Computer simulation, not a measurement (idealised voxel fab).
Process module name: voxel ribs on slabs
Pictured: cross-section cut, 290 nm wide, on a grid of 5 nm square cells.
Cross-section spec: square-cell grid; bands listed top down; each band is one or more rows.
Each band's line starts with the height of the band's top and of its bottom, in nm. Then come its materials from left to right, each with its width in nm. One material with "all across" fills the band from edge to edge. "empty" is empty space.
Zero point of the height axis is 0; under it, received wafer = one material. Lowest band: continues down indefinitely, "0..down".
The two numbers in a width such as "30->40" mark its ends across the band: the first belongs to the top row of cells, the second to the bottom row, and from each row to the next the width moves by the same amount.
"no change occurred" means the step left every cell of the cross-section as it was.
Basically, "Closed void table" tells you about the enclosed voids: empty spaces with no open way to the top, 8 cells or bigger, each written width x height at distance, where distance is from the left edge, all in nm.
Formally, on a step line, whatever follows the settings is a remark that the simulator itself makes on the step.
For masked steps, "overlay nm" on the step line gives how far right of plan the mask actually lay; a minus sign means it lay to the left.

[The steps planned for the process are as follows]
1. RECEIVE,material Si
2. DIRECTIONAL_DEP,material SiO2,thk nm 30
3. DIRECTIONAL_DEP,material SiN,thk nm 15
4. MASKED_ETCH,tone cover,mask id RIB,width nm 25,etch materials SiN,depth nm 10,overlay nm 0
5. MASKED_ETCH,tone cover,mask id SLAB,width nm 65,etch materials SiN,depth nm 5,overlay nm 0
6. FILL_DEP,material SiO2,thk nm 15
7. CMP,height nm 55
8. DIRECTIONAL_DEP,material TiN,thk nm 5
9. DIRECTIONAL_DEP,material aC,thk nm 10
10. PATTERN,tone cover,mask id HEATER,material resist,width nm 35,thk nm 25,overlay nm 0
11. DIRECTIONAL_ETCH,etch materials aC,depth nm 10
12. STRIP,etch materials resist
13. DIRECTIONAL_ETCH,etch materials TiN,depth nm 10
14. STRIP,etch materials aC
15. CONFORMAL_DEP,material SiO2,thk nm 5
What sets these wafers apart? The thk nm at step 8. They all start alike, and the plan carries the first wafer's value.

[The first of several wafers in cross-section, exactly as it reached us after step 1]
> 0..down = Si all across
> Closed void table: none

[So in this table every wafer gets its own row, and what you see is where it stands at the end of the module: for each material, how many cells it picked up (+) or gave up (-) since we received it, and after that its closed voids]
thk nm 5, +23 SiN, +675 SiO2, +7 TiN, Closed void table: none
thk nm 10, +23 SiN, +677 SiO2, +14 TiN, Closed void table: none
thk nm 15, +23 SiN, +677 SiO2, +72 TiN, Closed void table: none
thk nm 20, +23 SiN, +677 SiO2, +130 TiN, Closed void table: none
thk nm 25, +23 SiN, +677 SiO2, +188 TiN, Closed void table: none
